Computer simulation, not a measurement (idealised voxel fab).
process module | voxel transistor to metal
cross-section cut | 280 nm wide | cells 5 nm
A cross-section is a grid of square cells, given in bands from the top down. A band is one or more rows of cells.
Each band's line starts with the height of the band's top and of its bottom, in nm. Then come its materials from left to right, each with its width in nm. One material with "throughout" fills the band from edge to edge. "air" is empty space.
Height 0 is the level under which the wafer as received is all one material. The lowest band goes on downwards, as in "0 down".
A width such as "30 to 40" changes by the same amount from each row of cells to the next, from the band's top row to its bottom row.
"no change" after a step means that no cell of the cross-section changed.
closed voids: empty space of 8 cells or more with no open way to the top, each as width x height at its distance from the left edge, in nm
after a step's settings: what the simulator itself notes on the step
overlay nm, on a step with a mask: how far to the right of its planned place the mask lay; to the left if negative
plan
1 op RECEIVE | material Si
2 op OXIDIZE | depth nm 5
3 op CONFORMAL_DEP | material SiN | thk nm 10
4 op MASKED_ETCH | tone cover | mask id ACTIVE | width nm 110 | pitch nm 135 | etch materials SiN | depth nm 10 | overlay nm 0
5 op MASKED_ETCH | tone cover | mask id ACTIVE | width nm 110 | pitch nm 135 | etch materials SiO2 | depth nm 5 | overlay nm 0
6 op MASKED_ETCH | tone cover | mask id ACTIVE | width nm 110 | pitch nm 135 | etch materials Si | depth nm 35 | overlay nm 0
7 op FILL_DEP | material SiO2 | thk nm 10
8 op CMP | height nm 10
9 op SELECTIVE_ETCH | etch materials SiO2 | depth nm 10
10 op STRIP | etch materials SiN
11 op SELECTIVE_ETCH | etch materials SiO2 | depth nm 5
12 op OXIDIZE | depth nm 5
13 op DIRECTIONAL_DEP | material polySi | thk nm 20
14 op DIRECTIONAL_DEP | material SiCN | thk nm 10
15 op PATTERN | tone cover | mask id GATE | material resist | width nm 30 | pitch nm 135 | thk nm 15 | overlay nm 0
16 op DIRECTIONAL_ETCH | etch materials SiCN | depth nm 20
17 op DIRECTIONAL_ETCH | etch materials polySi | depth nm 30
18 op STRIP | etch materials resist
19 op CONFORMAL_DEP | material SiN | thk nm 5
20 op DIRECTIONAL_ETCH | etch materials SiN | depth nm 5
21 op DIRECTIONAL_ETCH | etch materials SiO2 | depth nm 5
22 op DIRECTIONAL_ETCH | etch materials Si | depth nm 15
23 op EPI | material SiGe | thk nm 15
24 op FILL_DEP | material SiO2 | thk nm 10
25 op CMP | height nm 15
26 op STRIP | etch materials polySi
27 op SELECTIVE_ETCH | etch materials SiO2 | depth nm 5
28 op CONFORMAL_DEP | material HfO2 | thk nm 5
29 op CONFORMAL_DEP | material TiN | thk nm 5
30 op FILL_DEP | material W | thk nm 5
31 op CMP | height nm 10
32 op DIRECTIONAL_DEP | material SiO2 | thk nm 10
33 op MASKED_ETCH | tone open | mask id CONTACT | width nm 20 | etch materials SiO2 | depth nm 30 | overlay nm 0
34 op CONFORMAL_DEP | material TiN | thk nm 5
35 op FILL_DEP | material W | thk nm 5
36 op CMP | height nm 20
37 op DIRECTIONAL_DEP | material TiN | thk nm 5
38 op DIRECTIONAL_DEP | material W | thk nm 20
39 op PATTERN | tone cover | mask id METAL_1 | material resist | width nm 20 | thk nm 20 | overlay nm 0
40 op DIRECTIONAL_ETCH | etch materials W | depth nm 20
41 op DIRECTIONAL_ETCH | etch materials TiN | depth nm 5
42 op STRIP | etch materials resist
43 op CONFORMAL_DEP | material SiCN | thk nm 5
44 op FILL_DEP | material SiO2 | thk nm 5
45 op CMP | height nm 45
46 op CONFORMAL_DEP | material SiN | thk nm 5
as received, after step 1
  0 down: Si throughout
  closed voids: none
a wafer at the end: this start, this plan, one mistake
  50 to 45: SiN throughout
  45 to 25: SiO2 15 | SiCN 5 | W 20 | SiCN 5 | SiO2 50 | SiCN 5 | W 20 | SiCN 5 | SiO2 25 | SiCN 5 | W 20 | SiCN 5 | SiO2 50 | SiCN 5 | W 20 | SiCN 5 | SiO2 20
  25 to 20: SiCN 20 | TiN 20 | SiCN 60 | TiN 20 | SiCN 35 | TiN 20 | SiCN 60 | TiN 20 | SiCN 25
  20 to 10: SiO2 25 | TiN 5 | W 5 | TiN 5 | SiO2 65 | TiN 5 | W 5 | TiN 5 | SiO2 40 | TiN 5 | W 5 | TiN 5 | SiO2 65 | TiN 5 | W 5 | TiN 5 | SiO2 25
  10 to 5: SiO2 25 | TiN 15 | SiO2 10 | SiN 5 | HfO2 5 | TiN 5 | W 10 | TiN 5 | HfO2 5 | SiN 5 | SiO2 15 | TiN 5 | W 5 | TiN 5 | SiO2 40 | TiN 15 | SiO2 10 | SiN 5 | HfO2 5 | TiN 5 | W 10 | TiN 5 | HfO2 5 | SiN 5 | SiO2 15 | TiN 5 | W 5 | TiN 5 | SiO2 25
  5 to 0: SiO2 25 | TiN 10 | SiGe 15 | SiN 5 | HfO2 5 | TiN 5 | W 10 | TiN 5 | HfO2 5 | SiN 5 | SiGe 15 | TiN 5 | W 5 | TiN 5 | SiO2 40 | TiN 10 | SiGe 15 | SiN 5 | HfO2 5 | TiN 5 | W 10 | TiN 5 | HfO2 5 | SiN 5 | SiGe 15 | TiN 5 | W 5 | TiN 5 | SiO2 25
  0 to -5: SiO2 25 | TiN 10 | SiGe 15 | SiN 5 | HfO2 5 | TiN 20 | HfO2 5 | SiN 5 | SiGe 15 | TiN 5 | W 5 | TiN 5 | SiO2 40 | TiN 10 | SiGe 15 | SiN 5 | HfO2 5 | TiN 20 | HfO2 5 | SiN 5 | SiGe 15 | TiN 5 | W 5 | TiN 5 | SiO2 25
  -5 to -10: SiO2 25 | TiN 10 | SiGe 15 | HfO2 40 | SiGe 15 | TiN 15 | SiO2 40 | TiN 10 | SiGe 15 | HfO2 40 | SiGe 15 | TiN 15 | SiO2 25
  -10 to -25: SiO2 15 | SiGe 35 | Si 40 | SiGe 35 | SiO2 25 | SiGe 35 | Si 40 | SiGe 35 | SiO2 20
  -25 to -40: SiO2 15 | Si 110 | SiO2 25 | Si 110 | SiO2 20
  -40 down: Si throughout
  closed voids: none
what went wrong: step 33 ran as: op MASKED_ETCH | tone open | mask id CONTACT | width nm 15 | etch materials SiO2 | depth nm 30 | overlay nm 0
